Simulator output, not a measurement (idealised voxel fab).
Process module name: voxel transistor to metal
Each square cell in cross-section cut measures 5 nm, and the section as a whole is 225 nm wide.
For the purposes of this document, a cross-section shall be understood as a grid of square cells, specified as bands listed in top-to-bottom order, each band consisting of one or more rows of cells. For a band, the entry starts with two heights in nm, that of the top and then that of the bottom, and carries on with the band's materials in order from left to right, each alongside its width in nm; the word "everywhere" beside a single material means it fills the band edge to edge, and "blank" means empty space. We count height from 0. Below that, the starting wafer is all one material. The lowest band never ends at the bottom but goes on down; see "0 -> down" for how that is written. A width such as "30->40" changes by the same amount from each row of cells to the next, from the band's top row to its bottom row. What does "no alteration" mean for a step? It means no cell of the cross-section changed in that step. This entry, "Closed cavity list", enumerates those empty regions of no fewer than 8 cells that possess no open connection to the top. Each region is reported in the form width x height at distance, the distance being taken from the left edge, with all three quantities expressed in nm. Anything after a step's settings on that line? It's the simulator's own note about the step. "overlay nm" on a masked step: distance the mask lay right of its planned place, negative for left. Note on reading: below, each pair holds a cross-section from before one process step and one from after it; the one from after shows only down to the lowest band that changed. Beneath the pair, the step in between is stated along with its settings. The pairs can stem from different runs of this module on the same starting wafer. Where a pair's entry headed "Before processing step" says so, and only there, that pair continues from the pair above it.
Before processing step
* 60 -> 55: SiCN everywhere
* 55 -> 40: SiO2 20 nm; TiN 5 nm; W 5 nm; TiN 5 nm; SiO2 45 nm; TiN 5 nm; W 5 nm; TiN 5 nm; SiO2 35 nm; TiN 5 nm; W 5 nm; TiN 5 nm; SiO2 45 nm; TiN 5 nm; W 5 nm; TiN 5 nm; SiO2 20 nm
* 40 -> 25: SiO2 20 nm; TiN 5 nm; W 5 nm; TiN 5 nm; SiO2 10 nm; SiN 5 nm; SiCN 15 nm; SiN 5 nm; SiO2 10 nm; TiN 5 nm; W 5 nm; TiN 5 nm; SiO2 35 nm; TiN 5 nm; W 5 nm; TiN 5 nm; SiO2 10 nm; SiN 5 nm; SiCN 15 nm; SiN 5 nm; SiO2 10 nm; TiN 5 nm; W 5 nm; TiN 5 nm; SiO2 20 nm
* 25 -> 15: SiO2 20 nm; TiN 5 nm; W 5 nm; TiN 5 nm; SiO2 10 nm; SiN 5 nm; polySi 15 nm; SiN 5 nm; SiO2 10 nm; TiN 5 nm; W 5 nm; TiN 5 nm; SiO2 35 nm; TiN 5 nm; W 5 nm; TiN 5 nm; SiO2 10 nm; SiN 5 nm; polySi 15 nm; SiN 5 nm; SiO2 10 nm; TiN 5 nm; W 5 nm; TiN 5 nm; SiO2 20 nm
* 15 -> 10: SiO2 20 nm; TiN 15 nm; SiO2 10 nm; SiN 5 nm; polySi 15 nm; SiN 5 nm; SiO2 10 nm; TiN 15 nm; SiO2 35 nm; TiN 15 nm; SiO2 10 nm; SiN 5 nm; polySi 15 nm; SiN 5 nm; SiO2 10 nm; TiN 15 nm; SiO2 20 nm
* 10 -> 5: SiO2 20 nm; TiN 10 nm; pSi 15 nm; SiN 5 nm; polySi 15 nm; SiN 5 nm; pSi 15 nm; TiN 10 nm; SiO2 35 nm; TiN 10 nm; pSi 15 nm; SiN 5 nm; polySi 15 nm; SiN 5 nm; pSi 15 nm; TiN 10 nm; SiO2 20 nm
* 5 -> 0: SiO2 10 nm; SiN 5 nm; SiO2 5 nm; TiN 10 nm; pSi 15 nm; SiN 5 nm; polySi 15 nm; SiN 5 nm; pSi 15 nm; TiN 10 nm; SiO2 5 nm; SiN 5 nm; SiO2 15 nm; SiN 5 nm; SiO2 5 nm; TiN 10 nm; pSi 15 nm; SiN 5 nm; polySi 15 nm; SiN 5 nm; pSi 15 nm; TiN 10 nm; SiO2 5 nm; SiN 5 nm; SiO2 10 nm
* 0 -> -5: SiO2 20 nm; TiN 10 nm; pSi 15 nm; SiO2 25 nm; pSi 15 nm; TiN 10 nm; SiO2 35 nm; TiN 10 nm; pSi 15 nm; SiO2 25 nm; pSi 15 nm; TiN 10 nm; SiO2 20 nm
* -5 -> -20: SiO2 20 nm; pSi 25 nm; Si 25 nm; pSi 25 nm; SiO2 35 nm; pSi 25 nm; Si 25 nm; pSi 25 nm; SiO2 20 nm
* -20 -> -35: SiO2 20 nm; Si 75 nm; SiO2 35 nm; Si 75 nm; SiO2 20 nm
* -35 -> down: Si everywhere
* Closed cavity list: none
Step Result
* 60 -> 55: SiCN 20 nm; blank 15 nm; SiCN 45 nm; blank 15 nm; SiCN 35 nm; blank 15 nm; SiCN 45 nm; blank 15 nm; SiCN 20 nm
* Anything lower than 55 is untouched.
* Closed cavity list: none
Intermediate step for the cross-sections above: MASKED_ETCH,tone open,mask id METAL_1,width nm 15,etch materials SiCN,depth nm 5,overlay nm 0
Before processing step: look at the pair above, its after cross-section is where this step starts.
Step Result
* 65 -> 60: TiN 25 nm; blank 5 nm; TiN 55 nm; blank 5 nm; TiN 45 nm; blank 5 nm; TiN 55 nm; blank 5 nm; TiN 25 nm
* 60 -> 55: SiCN 20 nm; TiN 15 nm; SiCN 45 nm; TiN 15 nm; SiCN 35 nm; TiN 15 nm; SiCN 45 nm; TiN 15 nm; SiCN 20 nm
* Anything lower than 55 is untouched.
* Closed cavity list: none
Intermediate step for the cross-sections above: CONFORMAL_DEP,material TiN,thk nm 5
Before processing step: look at the pair above, its after cross-section is where this step starts.
Step Result
* 75 -> 65: Ru everywhere
* 65 -> 60: TiN 25 nm; Ru 5 nm; TiN 55 nm; Ru 5 nm; TiN 45 nm; Ru 5 nm; TiN 55 nm; Ru 5 nm; TiN 25 nm
* Anything lower than 60 is untouched.
* Closed cavity list: none
Intermediate step for the cross-sections above: FILL_DEP,material Ru,thk nm 10
Before processing step: look at the pair above, its after cross-section is where this step starts.
Step Result
* 80 -> 75: SiN everywhere
* Anything lower than 75 is untouched.
* Closed cavity list: none
Intermediate step for the cross-sections above: CONFORMAL_DEP,material SiN,thk nm 5
Before processing step
* 20 -> 5: blank 15 nm; SiN 85 nm; blank 25 nm; SiN 85 nm; blank 15 nm
* 5 -> 0: blank 15 nm; SiO2 85 nm; blank 25 nm; SiO2 85 nm; blank 15 nm
* 0 -> -30: blank 15 nm; Si 85 nm; blank 25 nm; Si 85 nm; blank 15 nm
* -30 -> down: Si everywhere
* Closed cavity list: none
Step Result
* 20 -> 5: blank 15 nm; SiN 85 nm; blank 25 nm; SiN 85 nm; blank 15 nm
* 5 -> 0: blank 15 nm; SiO2 85 nm; blank 25 nm; SiO2 85 nm; blank 15 nm
* 0 -> -60: blank 15 nm; Si 85 nm; blank 25 nm; Si 85 nm; blank 15 nm
* Anything lower than -60 is untouched.
* Closed cavity list: none
Intermediate step for the cross-sections above: MASKED_ETCH,tone cover,mask id ACTIVE,width nm 85,pitch nm 110,etch materials Si,depth nm 30,overlay nm 0
Before processing step: look at the pair above, its after cross-section is where this step starts.
Step Result
* 20 -> 5: blank 15 nm; SiN 85 nm; blank 25 nm; SiN 85 nm; blank 15 nm
* 5 -> 0: blank 15 nm; SiO2 85 nm; blank 25 nm; SiO2 85 nm; blank 15 nm
* 0 -> -60: blank 15 nm; SiO2 5 nm; Si 75 nm; SiO2 5 nm; blank 25 nm; SiO2 5 nm; Si 75 nm; SiO2 5 nm; blank 15 nm
* -60 -> -65: SiO2 20 nm; Si 75 nm; SiO2 35 nm; Si 75 nm; SiO2 20 nm
* Anything lower than -65 is untouched.
* Closed cavity list: none
Intermediate step for the cross-sections above: OXIDIZE,depth nm 5
Before processing step: look at the pair above, its after cross-section is where this step starts.
Step Result
* 30 -> 20: SiO2 everywhere
* 20 -> 5: SiO2 15 nm; SiN 85 nm; SiO2 25 nm; SiN 85 nm; SiO2 15 nm
* 5 -> 0: SiO2 everywhere
* 0 -> -65: SiO2 20 nm; Si 75 nm; SiO2 35 nm; Si 75 nm; SiO2 20 nm
* Anything lower than -65 is untouched.
* Closed cavity list: none
Intermediate step for the cross-sections above: FILL_DEP,material SiO2,thk nm 10
Before processing step: look at the pair above, its after cross-section is where this step starts.
Step Result
* 20 -> 5: SiO2 15 nm; SiN 85 nm; SiO2 25 nm; SiN 85 nm; SiO2 15 nm
* Anything lower than 5 is untouched.
* Closed cavity list: none
Intermediate step for the cross-sections above: CMP,height nm 20
Before processing step: look at the pair above, its after cross-section is where this step starts.
Step Result
* 20 -> 10: blank 15 nm; SiN 85 nm; blank 25 nm; SiN 85 nm; blank 15 nm
* Anything lower than 10 is untouched.
* Closed cavity list: none
Intermediate step for the cross-sections above: SELECTIVE_ETCH,etch materials SiO2,depth nm 10
Before processing step: look at the pair above, its after cross-section is where this step starts.
Step Result
* 10 -> 5: SiO2 15 nm; blank 85 nm; SiO2 25 nm; blank 85 nm; SiO2 15 nm
* Anything lower than 5 is untouched.
* Closed cavity list: none
Intermediate step for the cross-sections above: STRIP,etch materials SiN
Before processing step: look at the pair above, its after cross-section is where this step starts.
Step Result
* 5 -> 0: SiO2 10 nm; blank 95 nm; SiO2 15 nm; blank 95 nm; SiO2 10 nm
* Anything lower than 0 is untouched.
* Closed cavity list: none
Intermediate step for the cross-sections above: SELECTIVE_ETCH,etch materials SiO2,depth nm 5
Before processing step: look at the pair above, its after cross-section is where this step starts.
Step Result
* 5 -> 0: SiO2 10 nm; blank 95 nm; SiO2 15 nm; blank 95 nm; SiO2 10 nm
* 0 -> -5: SiO2 everywhere
* Anything lower than -5 is untouched.
* Closed cavity list: none
Intermediate step for the cross-sections above: OXIDIZE,depth nm 5
Before processing step: look at the pair above, its after cross-section is where this step starts.
Step Result
* 30 -> 25: polySi 10 nm; blank 95 nm; polySi 15 nm; blank 95 nm; polySi 10 nm
* 25 -> 5: polySi everywhere
* 5 -> 0: SiO2 10 nm; polySi 95 nm; SiO2 15 nm; polySi 95 nm; SiO2 10 nm
* Anything lower than 0 is untouched.
* Closed cavity list: none
Intermediate step for the cross-sections above: DIRECTIONAL_DEP,material polySi,thk nm 25
Before processing step: look at the pair above, its after cross-section is where this step starts.
Step Result
* 45 -> 40: SiCN 10 nm; blank 95 nm; SiCN 15 nm; blank 95 nm; SiCN 10 nm
* 40 -> 30: SiCN everywhere
* 30 -> 25: polySi 10 nm; SiCN 95 nm; polySi 15 nm; SiCN 95 nm; polySi 10 nm
* Anything lower than 25 is untouched.
* Closed cavity list: none
Intermediate step for the cross-sections above: DIRECTIONAL_DEP,material SiCN,thk nm 15
Before processing step: look at the pair above, its after cross-section is where this step starts.
Step Result
* 55 -> 50: aC 10 nm; blank 95 nm; aC 15 nm; blank 95 nm; aC 10 nm
* 50 -> 45: aC everywhere
* 45 -> 40: SiCN 10 nm; aC 95 nm; SiCN 15 nm; aC 95 nm; SiCN 10 nm
* Anything lower than 40 is untouched.
* Closed cavity list: none
Intermediate step for the cross-sections above: DIRECTIONAL_DEP,material aC,thk nm 10
Before processing step: look at the pair above, its after cross-section is where this step starts.
Step Result
* 85 -> 55: blank 50 nm; resist 15 nm; blank 95 nm; resist 15 nm; blank 50 nm
* 55 -> 50: aC 10 nm; blank 40 nm; resist 15 nm; blank 40 nm; aC 15 nm; blank 40 nm; resist 15 nm; blank 40 nm; aC 10 nm
* Anything lower than 50 is untouched.
* Closed cavity list: none
Intermediate step for the cross-sections above: PATTERN,tone cover,mask id GATE,material resist,width nm 15,pitch nm 110,thk nm 30,overlay nm 0
Before processing step: look at the pair above, its after cross-section is where this step starts.
Step Result
* 75 -> 50: blank 50 nm; resist 15 nm; blank 95 nm; resist 15 nm; blank 50 nm
* 50 -> 45: blank 50 nm; aC 15 nm; blank 95 nm; aC 15 nm; blank 50 nm
* 45 -> 40: SiCN 10 nm; blank 40 nm; aC 15 nm; blank 40 nm; SiCN 15 nm; blank 40 nm; aC 15 nm; blank 40 nm; SiCN 10 nm
* Anything lower than 40 is untouched.
* Closed cavity list: none
Intermediate step for the cross-sections above: DIRECTIONAL_ETCH,etch materials aC,depth nm 10
Before processing step: look at the pair above, its after cross-section is where this step starts.
Step Result
* 50 -> 45: blank 50 nm; aC 15 nm; blank 95 nm; aC 15 nm; blank 50 nm
* Anything lower than 45 is untouched.
* Closed cavity list: none
Intermediate step for the cross-sections above: STRIP,etch materials resist
Before processing step: look at the pair above, its after cross-section is where this step starts.
Step Result
* 50 -> 40: blank 50 nm; aC 15 nm; blank 95 nm; aC 15 nm; blank 50 nm
* 40 -> 30: blank 50 nm; SiCN 15 nm; blank 95 nm; SiCN 15 nm; blank 50 nm
* 30 -> 25: polySi 10 nm; blank 40 nm; SiCN 15 nm; blank 40 nm; polySi 15 nm; blank 40 nm; SiCN 15 nm; blank 40 nm; polySi 10 nm
* Anything lower than 25 is untouched.
* Closed cavity list: none
Intermediate step for the cross-sections above: DIRECTIONAL_ETCH,etch materials SiCN,depth nm 25
Before processing step: look at the pair above, its after cross-section is where this step starts.
Step Result
* 50 -> 40: blank 50 nm; aC 15 nm; blank 95 nm; aC 15 nm; blank 50 nm
* 40 -> 25: blank 50 nm; SiCN 15 nm; blank 95 nm; SiCN 15 nm; blank 50 nm
* 25 -> 5: blank 50 nm; polySi 15 nm; blank 95 nm; polySi 15 nm; blank 50 nm
* 5 -> 0: SiO2 10 nm; blank 40 nm; polySi 15 nm; blank 40 nm; SiO2 15 nm; blank 40 nm; polySi 15 nm; blank 40 nm; SiO2 10 nm
* Anything lower than 0 is untouched.
* Closed cavity list: none
Intermediate step for the cross-sections above: DIRECTIONAL_ETCH,etch materials polySi,depth nm 35
Before processing step: look at the pair above, its after cross-section is where this step starts.
Step Result
* 40 -> 25: blank 50 nm; SiCN 15 nm; blank 95 nm; SiCN 15 nm; blank 50 nm
* Anything lower than 25 is untouched.
* Closed cavity list: none
Intermediate step for the cross-sections above: STRIP,etch materials aC
Before processing step: look at the pair above, its after cross-section is where this step starts.
Step Result
* 45 -> 40: blank 45 nm; SiN 25 nm; blank 85 nm; SiN 25 nm; blank 45 nm
* 40 -> 25: blank 45 nm; SiN 5 nm; SiCN 15 nm; SiN 5 nm; blank 85 nm; SiN 5 nm; SiCN 15 nm; SiN 5 nm; blank 45 nm
* 25 -> 10: blank 45 nm; SiN 5 nm; polySi 15 nm; SiN 5 nm; blank 85 nm; SiN 5 nm; polySi 15 nm; SiN 5 nm; blank 45 nm
* 10 -> 5: SiN 15 nm; blank 30 nm; SiN 5 nm; polySi 15 nm; SiN 5 nm; blank 30 nm; SiN 25 nm; blank 30 nm; SiN 5 nm; polySi 15 nm; SiN 5 nm; blank 30 nm; SiN 15 nm
* 5 -> 0: SiO2 10 nm; SiN 40 nm; polySi 15 nm; SiN 40 nm; SiO2 15 nm; SiN 40 nm; polySi 15 nm; SiN 40 nm; SiO2 10 nm
* Anything lower than 0 is untouched.
* Closed cavity list: none
Intermediate step for the cross-sections above: CONFORMAL_DEP,material SiN,thk nm 5
Before processing step: look at the pair above, its after cross-section is where this step starts.
Step Result
* 40 -> 25: blank 45 nm; SiN 5 nm; SiCN 15 nm; SiN 5 nm; blank 85 nm; SiN 5 nm; SiCN 15 nm; SiN 5 nm; blank 45 nm
* 25 -> 5: blank 45 nm; SiN 5 nm; polySi 15 nm; SiN 5 nm; blank 85 nm; SiN 5 nm; polySi 15 nm; SiN 5 nm; blank 45 nm
* 5 -> 0: SiO2 10 nm; SiN 5 nm; blank 30 nm; SiN 5 nm; polySi 15 nm; SiN 5 nm; blank 30 nm; SiN 5 nm; SiO2 15 nm; SiN 5 nm; blank 30 nm; SiN 5 nm; polySi 15 nm; SiN 5 nm; blank 30 nm; SiN 5 nm; SiO2 10 nm
* Anything lower than 0 is untouched.
* Closed cavity list: none
Intermediate step for the cross-sections above: DIRECTIONAL_ETCH,etch materials SiN,depth nm 5
Before processing step: look at the pair above, its after cross-section is where this step starts.
Step Result
* 40 -> 25: blank 45 nm; SiN 5 nm; SiCN 15 nm; SiN 5 nm; blank 85 nm; SiN 5 nm; SiCN 15 nm; SiN 5 nm; blank 45 nm
* 25 -> 5: blank 45 nm; SiN 5 nm; polySi 15 nm; SiN 5 nm; blank 85 nm; SiN 5 nm; polySi 15 nm; SiN 5 nm; blank 45 nm
* 5 -> 0: blank 10 nm; SiN 5 nm; blank 30 nm; SiN 5 nm; polySi 15 nm; SiN 5 nm; blank 30 nm; SiN 5 nm; blank 15 nm; SiN 5 nm; blank 30 nm; SiN 5 nm; polySi 15 nm; SiN 5 nm; blank 30 nm; SiN 5 nm; blank 10 nm
* 0 -> -5: SiO2 15 nm; blank 30 nm; SiO2 25 nm; blank 30 nm; SiO2 25 nm; blank 30 nm; SiO2 25 nm; blank 30 nm; SiO2 15 nm
* Anything lower than -5 is untouched.
* Closed cavity list: none
Intermediate step for the cross-sections above: DIRECTIONAL_ETCH,etch materials SiO2,depth nm 5
Before processing step: look at the pair above, its after cross-section is where this step starts.
Step Result
* 40 -> 25: blank 45 nm; SiN 5 nm; SiCN 15 nm; SiN 5 nm; blank 85 nm; SiN 5 nm; SiCN 15 nm; SiN 5 nm; blank 45 nm
* 25 -> 5: blank 45 nm; SiN 5 nm; polySi 15 nm; SiN 5 nm; blank 85 nm; SiN 5 nm; polySi 15 nm; SiN 5 nm; blank 45 nm
* 5 -> 0: blank 10 nm; SiN 5 nm; blank 30 nm; SiN 5 nm; polySi 15 nm; SiN 5 nm; blank 30 nm; SiN 5 nm; blank 15 nm; SiN 5 nm; blank 30 nm; SiN 5 nm; polySi 15 nm; SiN 5 nm; blank 30 nm; SiN 5 nm; blank 10 nm
* 0 -> -5: SiO2 15 nm; blank 30 nm; SiO2 25 nm; blank 30 nm; SiO2 25 nm; blank 30 nm; SiO2 25 nm; blank 30 nm; SiO2 15 nm
* -5 -> -20: SiO2 20 nm; blank 25 nm; Si 25 nm; blank 25 nm; SiO2 35 nm; blank 25 nm; Si 25 nm; blank 25 nm; SiO2 20 nm
* Anything lower than -20 is untouched.
* Closed cavity list: none
Intermediate step for the cross-sections above: DIRECTIONAL_ETCH,etch materials Si,depth nm 15
Before processing step: look at the pair above, its after cross-section is where this step starts.
Step Result
* 40 -> 25: blank 45 nm; SiN 5 nm; SiCN 15 nm; SiN 5 nm; blank 85 nm; SiN 5 nm; SiCN 15 nm; SiN 5 nm; blank 45 nm
* 25 -> 10: blank 45 nm; SiN 5 nm; polySi 15 nm; SiN 5 nm; blank 85 nm; SiN 5 nm; polySi 15 nm; SiN 5 nm; blank 45 nm
* 10 -> 5: blank 30 nm; pSi 15 nm; SiN 5 nm; polySi 15 nm; SiN 5 nm; pSi 15 nm; blank 55 nm; pSi 15 nm; SiN 5 nm; polySi 15 nm; SiN 5 nm; pSi 15 nm; blank 30 nm
* 5 -> 0: blank 10 nm; SiN 5 nm; blank 15 nm; pSi 15 nm; SiN 5 nm; polySi 15 nm; SiN 5 nm; pSi 15 nm; blank 15 nm; SiN 5 nm; blank 15 nm; SiN 5 nm; blank 15 nm; pSi 15 nm; SiN 5 nm; polySi 15 nm; SiN 5 nm; pSi 15 nm; blank 15 nm; SiN 5 nm; blank 10 nm
* 0 -> -5: SiO2 15 nm; blank 15 nm; pSi 15 nm; SiO2 25 nm; pSi 15 nm; blank 15 nm; SiO2 25 nm; blank 15 nm; pSi 15 nm; SiO2 25 nm; pSi 15 nm; blank 15 nm; SiO2 15 nm
* -5 -> -20: SiO2 20 nm; pSi 25 nm; Si 25 nm; pSi 25 nm; SiO2 35 nm; pSi 25 nm; Si 25 nm; pSi 25 nm; SiO2 20 nm
* Anything lower than -20 is untouched.
* Closed cavity list: none
Intermediate step for the cross-sections above: EPI,material pSi,thk nm 15
Before processing step: look at the pair above, its after cross-section is where this step starts.
Step Result
* 50 -> 40: SiO2 everywhere
* 40 -> 25: SiO2 45 nm; SiN 5 nm; SiCN 15 nm; SiN 5 nm; SiO2 85 nm; SiN 5 nm; SiCN 15 nm; SiN 5 nm; SiO2 45 nm
* 25 -> 10: SiO2 45 nm; SiN 5 nm; polySi 15 nm; SiN 5 nm; SiO2 85 nm; SiN 5 nm; polySi 15 nm; SiN 5 nm; SiO2 45 nm
* 10 -> 5: SiO2 30 nm; pSi 15 nm; SiN 5 nm; polySi 15 nm; SiN 5 nm; pSi 15 nm; SiO2 55 nm; pSi 15 nm; SiN 5 nm; polySi 15 nm; SiN 5 nm; pSi 15 nm; SiO2 30 nm
* 5 -> 0: SiO2 10 nm; SiN 5 nm; SiO2 15 nm; pSi 15 nm; SiN 5 nm; polySi 15 nm; SiN 5 nm; pSi 15 nm; SiO2 15 nm; SiN 5 nm; SiO2 15 nm; SiN 5 nm; SiO2 15 nm; pSi 15 nm; SiN 5 nm; polySi 15 nm; SiN 5 nm; pSi 15 nm; SiO2 15 nm; SiN 5 nm; SiO2 10 nm
* 0 -> -5: SiO2 30 nm; pSi 15 nm; SiO2 25 nm; pSi 15 nm; SiO2 55 nm; pSi 15 nm; SiO2 25 nm; pSi 15 nm; SiO2 30 nm
* Anything lower than -5 is untouched.
* Closed cavity list: none
Intermediate step for the cross-sections above: FILL_DEP,material SiO2,thk nm 10
Before processing step: look at the pair above, its after cross-section is where this step starts.
Step Result
* 40 -> 25: SiO2 45 nm; SiN 5 nm; SiCN 15 nm; SiN 5 nm; SiO2 85 nm; SiN 5 nm; SiCN 15 nm; SiN 5 nm; SiO2 45 nm
* Anything lower than 25 is untouched.
* Closed cavity list: none
Intermediate step for the cross-sections above: CMP,height nm 40
Before processing step: look at the pair above, its after cross-section is where this step starts.
Step Result
* 55 -> 40: SiO2 everywhere
* Anything lower than 40 is untouched.
* Closed cavity list: none
Intermediate step for the cross-sections above: DIRECTIONAL_DEP,material SiO2,thk nm 15
Before processing step: look at the pair above, its after cross-section is where this step starts.
Step Result
* 55 -> 40: SiO2 20 nm; blank 15 nm; SiO2 45 nm; blank 15 nm; SiO2 35 nm; blank 15 nm; SiO2 45 nm; blank 15 nm; SiO2 20 nm
* 40 -> 25: SiO2 20 nm; blank 15 nm; SiO2 10 nm; SiN 5 nm; SiCN 15 nm; SiN 5 nm; SiO2 10 nm; blank 15 nm; SiO2 35 nm; blank 15 nm; SiO2 10 nm; SiN 5 nm; SiCN 15 nm; SiN 5 nm; SiO2 10 nm; blank 15 nm; SiO2 20 nm
* 25 -> 10: SiO2 20 nm; blank 15 nm; SiO2 10 nm; SiN 5 nm; polySi 15 nm; SiN 5 nm; SiO2 10 nm; blank 15 nm; SiO2 35 nm; blank 15 nm; SiO2 10 nm; SiN 5 nm; polySi 15 nm; SiN 5 nm; SiO2 10 nm; blank 15 nm; SiO2 20 nm
* 10 -> 5: SiO2 20 nm; blank 10 nm; pSi 15 nm; SiN 5 nm; polySi 15 nm; SiN 5 nm; pSi 15 nm; blank 10 nm; SiO2 35 nm; blank 10 nm; pSi 15 nm; SiN 5 nm; polySi 15 nm; SiN 5 nm; pSi 15 nm; blank 10 nm; SiO2 20 nm
* 5 -> 0: SiO2 10 nm; SiN 5 nm; SiO2 5 nm; blank 10 nm; pSi 15 nm; SiN 5 nm; polySi 15 nm; SiN 5 nm; pSi 15 nm; blank 10 nm; SiO2 5 nm; SiN 5 nm; SiO2 15 nm; SiN 5 nm; SiO2 5 nm; blank 10 nm; pSi 15 nm; SiN 5 nm; polySi 15 nm; SiN 5 nm; pSi 15 nm; blank 10 nm; SiO2 5 nm; SiN 5 nm; SiO2 10 nm
* 0 -> -5: SiO2 20 nm; blank 10 nm; pSi 15 nm; SiO2 25 nm; pSi 15 nm; blank 10 nm; SiO2 35 nm; blank 10 nm; pSi 15 nm; SiO2 25 nm; pSi 15 nm; blank 10 nm; SiO2 20 nm
* Anything lower than -5 is untouched.
* Closed cavity list: none
Intermediate step for the cross-sections above: MASKED_ETCH,tone open,mask id CONTACT,width nm 15,etch materials SiO2,depth nm 60,overlay nm 0
Before processing step: look at the pair above, its after cross-section is where this step starts.
Step Result
* 60 -> 55: TiN 25 nm; blank 5 nm; TiN 55 nm; blank 5 nm; TiN 45 nm; blank 5 nm; TiN 55 nm; blank 5 nm; TiN 25 nm
* 55 -> 40: SiO2 20 nm; TiN 5 nm; blank 5 nm; TiN 5 nm; SiO2 45 nm; TiN 5 nm; blank 5 nm; TiN 5 nm; SiO2 35 nm; TiN 5 nm; blank 5 nm; TiN 5 nm; SiO2 45 nm; TiN 5 nm; blank 5 nm; TiN 5 nm; SiO2 20 nm
* 40 -> 25: SiO2 20 nm; TiN 5 nm; blank 5 nm; TiN 5 nm; SiO2 10 nm; SiN 5 nm; SiCN 15 nm; SiN 5 nm; SiO2 10 nm; TiN 5 nm; blank 5 nm; TiN 5 nm; SiO2 35 nm; TiN 5 nm; blank 5 nm; TiN 5 nm; SiO2 10 nm; SiN 5 nm; SiCN 15 nm; SiN 5 nm; SiO2 10 nm; TiN 5 nm; blank 5 nm; TiN 5 nm; SiO2 20 nm
* 25 -> 15: SiO2 20 nm; TiN 5 nm; blank 5 nm; TiN 5 nm; SiO2 10 nm; SiN 5 nm; polySi 15 nm; SiN 5 nm; SiO2 10 nm; TiN 5 nm; blank 5 nm; TiN 5 nm; SiO2 35 nm; TiN 5 nm; blank 5 nm; TiN 5 nm; SiO2 10 nm; SiN 5 nm; polySi 15 nm; SiN 5 nm; SiO2 10 nm; TiN 5 nm; blank 5 nm; TiN 5 nm; SiO2 20 nm
* 15 -> 10: SiO2 20 nm; TiN 15 nm; SiO2 10 nm; SiN 5 nm; polySi 15 nm; SiN 5 nm; SiO2 10 nm; TiN 15 nm; SiO2 35 nm; TiN 15 nm; SiO2 10 nm; SiN 5 nm; polySi 15 nm; SiN 5 nm; SiO2 10 nm; TiN 15 nm; SiO2 20 nm
* 10 -> 5: SiO2 20 nm; TiN 10 nm; pSi 15 nm; SiN 5 nm; polySi 15 nm; SiN 5 nm; pSi 15 nm; TiN 10 nm; SiO2 35 nm; TiN 10 nm; pSi 15 nm; SiN 5 nm; polySi 15 nm; SiN 5 nm; pSi 15 nm; TiN 10 nm; SiO2 20 nm
* 5 -> 0: SiO2 10 nm; SiN 5 nm; SiO2 5 nm; TiN 10 nm; pSi 15 nm; SiN 5 nm; polySi 15 nm; SiN 5 nm; pSi 15 nm; TiN 10 nm; SiO2 5 nm; SiN 5 nm; SiO2 15 nm; SiN 5 nm; SiO2 5 nm; TiN 10 nm; pSi 15 nm; SiN 5 nm; polySi 15 nm; SiN 5 nm; pSi 15 nm; TiN 10 nm; SiO2 5 nm; SiN 5 nm; SiO2 10 nm
* 0 -> -5: SiO2 20 nm; TiN 10 nm; pSi 15 nm; SiO2 25 nm; pSi 15 nm; TiN 10 nm; SiO2 35 nm; TiN 10 nm; pSi 15 nm; SiO2 25 nm; pSi 15 nm; TiN 10 nm; SiO2 20 nm
* Anything lower than -5 is untouched.
* Closed cavity list: none
Intermediate step for the cross-sections above: CONFORMAL_DEP,material TiN,thk nm 5
Before processing step: look at the pair above, its after cross-section is where this step starts.
Step Result
* 65 -> 60: W everywhere
* 60 -> 55: TiN 25 nm; W 5 nm; TiN 55 nm; W 5 nm; TiN 45 nm; W 5 nm; TiN 55 nm; W 5 nm; TiN 25 nm
* 55 -> 40: SiO2 20 nm; TiN 5 nm; W 5 nm; TiN 5 nm; SiO2 45 nm; TiN 5 nm; W 5 nm; TiN 5 nm; SiO2 35 nm; TiN 5 nm; W 5 nm; TiN 5 nm; SiO2 45 nm; TiN 5 nm; W 5 nm; TiN 5 nm; SiO2 20 nm
* 40 -> 25: SiO2 20 nm; TiN 5 nm; W 5 nm; TiN 5 nm; SiO2 10 nm; SiN 5 nm; SiCN 15 nm; SiN 5 nm; SiO2 10 nm; TiN 5 nm; W 5 nm; TiN 5 nm; SiO2 35 nm; TiN 5 nm; W 5 nm; TiN 5 nm; SiO2 10 nm; SiN 5 nm; SiCN 15 nm; SiN 5 nm; SiO2 10 nm; TiN 5 nm; W 5 nm; TiN 5 nm; SiO2 20 nm
* 25 -> 15: SiO2 20 nm; TiN 5 nm; W 5 nm; TiN 5 nm; SiO2 10 nm; SiN 5 nm; polySi 15 nm; SiN 5 nm; SiO2 10 nm; TiN 5 nm; W 5 nm; TiN 5 nm; SiO2 35 nm; TiN 5 nm; W 5 nm; TiN 5 nm; SiO2 10 nm; SiN 5 nm; polySi 15 nm; SiN 5 nm; SiO2 10 nm; TiN 5 nm; W 5 nm; TiN 5 nm; SiO2 20 nm
* Anything lower than 15 is untouched.
* Closed cavity list: none
Intermediate step for the cross-sections above: FILL_DEP,material W,thk nm 5
Before processing step: look at the pair above, its after cross-section is where this step starts.
Step Result
* 55 -> 40: SiO2 20 nm; TiN 5 nm; W 5 nm; TiN 5 nm; SiO2 45 nm; TiN 5 nm; W 5 nm; TiN 5 nm; SiO2 35 nm; TiN 5 nm; W 5 nm; TiN 5 nm; SiO2 45 nm; TiN 5 nm; W 5 nm; TiN 5 nm; SiO2 20 nm
* Anything lower than 40 is untouched.
* Closed cavity list: none
Intermediate step for the cross-sections above: CMP,height nm 55
Before processing step: look at the pair above, its after cross-section is where this step starts.
Step Result
* 60 -> 55: SiCN everywhere
* Anything lower than 55 is untouched.
* Closed cavity list: none
Intermediate step for the cross-sections above: CONFORMAL_DEP,material SiCN,thk nm 5
Before processing step: look at the pair above, its after cross-section is where this step starts.
Step Result
* 75 -> 60: SiO2 everywhere
* Anything lower than 60 is untouched.
* Closed cavity list: none
Intermediate step for the cross-sections above: DIRECTIONAL_DEP,material SiO2,thk nm 15
Before processing step: look at the pair above, its after cross-section is where this step starts.
Step Result
* 75 -> 60: SiO2 20 nm; blank 15 nm; SiO2 45 nm; blank 15 nm; SiO2 35 nm; blank 15 nm; SiO2 45 nm; blank 15 nm; SiO2 20 nm
* Anything lower than 60 is untouched.
* Closed cavity list: none
Intermediate step for the cross-sections above: MASKED_ETCH,tone open,mask id METAL_1,width nm 15,etch materials SiO2,depth nm 15,overlay nm 0
Before processing step: look at the pair above, its after cross-section is where this step starts.
Step Result
* 75 -> 60: SiO2 20 nm; blank 15 nm; SiO2 45 nm; blank 15 nm; SiO2 35 nm; blank 15 nm; SiO2 45 nm; blank 15 nm; SiO2 20 nm
* 60 -> 55: SiCN 20 nm; blank 15 nm; SiCN 45 nm; blank 15 nm; SiCN 35 nm; blank 15 nm; SiCN 45 nm; blank 15 nm; SiCN 20 nm
* Anything lower than 55 is untouched.
* Closed cavity list: none
Intermediate step for the cross-sections above: MASKED_ETCH,tone open,mask id METAL_1,width nm 15,etch materials SiCN,depth nm 5,overlay nm 0
